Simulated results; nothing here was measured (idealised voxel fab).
process module | voxel self aligned vias
cross-section cut | 250 nm wide | cells 5 nm
A cross-section is a grid of square cells, given in bands from the top down. A band is one or more rows of cells.
Each band's line starts with the height of the band's top and of its bottom, in nm. Then come its materials from left to right, each with its width in nm. One material with "throughout" fills the band from edge to edge. "air" is empty space.
Height 0 is the level under which the wafer as received is all one material. The lowest band goes on downwards, as in "0 down".
A width such as "30 to 40" changes by the same amount from each row of cells to the next, from the band's top row to its bottom row.
"no change" after a step means that no cell of the cross-section changed.
closed voids: empty space of 8 cells or more with no open way to the top, each as width x height at its distance from the left edge, in nm
after a step's settings: what the simulator itself notes on the step
overlay nm, on a step with a mask: how far to the right of its planned place the mask lay; to the left if negative
plan
1 op RECEIVE | material Si
2 op CONFORMAL_DEP | material SiO2 | thk nm 15
3 op CONFORMAL_DEP | material SiCN | thk nm 5
4 op DIRECTIONAL_DEP | material lowk | thk nm 25
5 op MASKED_ETCH | tone open | mask id LINES | width nm 15 | pitch nm 60 | etch materials lowk | depth nm 25 | overlay nm 0
6 op CONFORMAL_DEP | material TiN | thk nm 5
7 op FILL_DEP | material W | thk nm 5
8 op CMP | height nm 45
9 op SELECTIVE_ETCH | etch materials W Ru TiN | depth nm 10
10 op FILL_DEP | material SiN | thk nm 5
11 op CMP | height nm 45
12 op DIRECTIONAL_DEP | material lowk | thk nm 20
13 op DIRECTIONAL_DEP | material aC | thk nm 10
14 op PATTERN | tone open | mask id VIAS | material resist | width nm 45 | pitch nm 60 | thk nm 30 | overlay nm 0
15 op DIRECTIONAL_ETCH | etch materials aC | depth nm 10
16 op STRIP | etch materials resist
17 op DIRECTIONAL_ETCH | etch materials lowk | depth nm 20
18 op DIRECTIONAL_ETCH | etch materials SiN | depth nm 10
19 op STRIP | etch materials aC
20 op CONFORMAL_DEP | material TiN | thk nm 5
21 op FILL_DEP | material Cu | thk nm 10
22 op CMP | height nm 65
23 op CONFORMAL_DEP | material SiCN | thk nm 5
varied across the wafers: width nm of step 5. The plan shows the first wafer's value. All wafers start alike
first wafer as received, after step 1
  0 down: Si throughout
  closed voids: none
first wafer at the end, after step 23
  70 to 65: SiCN throughout
  65 to 50: lowk 70 | TiN 5 | Cu 35 | TiN 5 | lowk 15 | TiN 5 | Cu 35 | TiN 5 | lowk 75
  50 to 40: lowk 70 to 85 | TiN 20 to 5 | Cu 5 | TiN 20 to 5 | lowk 15 to 45 | TiN 20 to 5 | Cu 5 | TiN 20 to 5 | lowk 75 to 90
  40 to 35: lowk 85 | TiN 15 | lowk 45 | TiN 15 | lowk 90
  35 to 25: lowk 85 | TiN 5 | W 5 | TiN 5 | lowk 45 | TiN 5 | W 5 | TiN 5 | lowk 90
  25 to 20: lowk 85 | TiN 15 | lowk 45 | TiN 15 | lowk 90
  20 to 15: SiCN throughout
  15 to 0: SiO2 throughout
  0 down: Si throughout
  closed voids: none
last wafer at the end
  70 to 65: SiCN throughout
  65 to 50: lowk 70 | TiN 5 | Cu 35 | TiN 5 | lowk 15 | TiN 5 | Cu 35 | TiN 5 | lowk 75
  50 to 40: lowk 70 to 75 | TiN 10 to 5 | Cu 30 | TiN 5 | lowk 15 to 20 | TiN 10 to 5 | Cu 30 | TiN 5 | lowk 75
  40 to 35: lowk 75 | TiN 40 | lowk 20 | TiN 40 | lowk 75
  35 to 25: lowk 75 | TiN 5 | W 30 | TiN 5 | lowk 20 | TiN 5 | W 30 | TiN 5 | lowk 75
  25 to 20: lowk 75 | TiN 40 | lowk 20 | TiN 40 | lowk 75
  20 to 15: SiCN throughout
  15 to 0: SiO2 throughout
  0 down: Si throughout
  closed voids: none
each wafer at the end: cells of each material gained (+) or lost (-) since it was received, then its closed voids
width nm 15 | +46 Cu | +100 SiCN | +150 SiO2 | +52 TiN | +4 W | +348 lowk | closed voids: none
width nm 20 | +50 Cu | +100 SiCN | +150 SiO2 | +54 TiN | +8 W | +338 lowk | closed voids: none
width nm 25 | +54 Cu | +100 SiCN | +150 SiO2 | +56 TiN | +12 W | +328 lowk | closed voids: none
width nm 30 | +58 Cu | +100 SiCN | +150 SiO2 | +58 TiN | +16 W | +318 lowk | closed voids: none
width nm 35 | +62 Cu | +100 SiCN | +150 SiO2 | +60 TiN | +20 W | +308 lowk | closed voids: none
width nm 40 | +66 Cu | +100 SiCN | +150 SiO2 | +62 TiN | +24 W | +298 lowk | closed voids: none
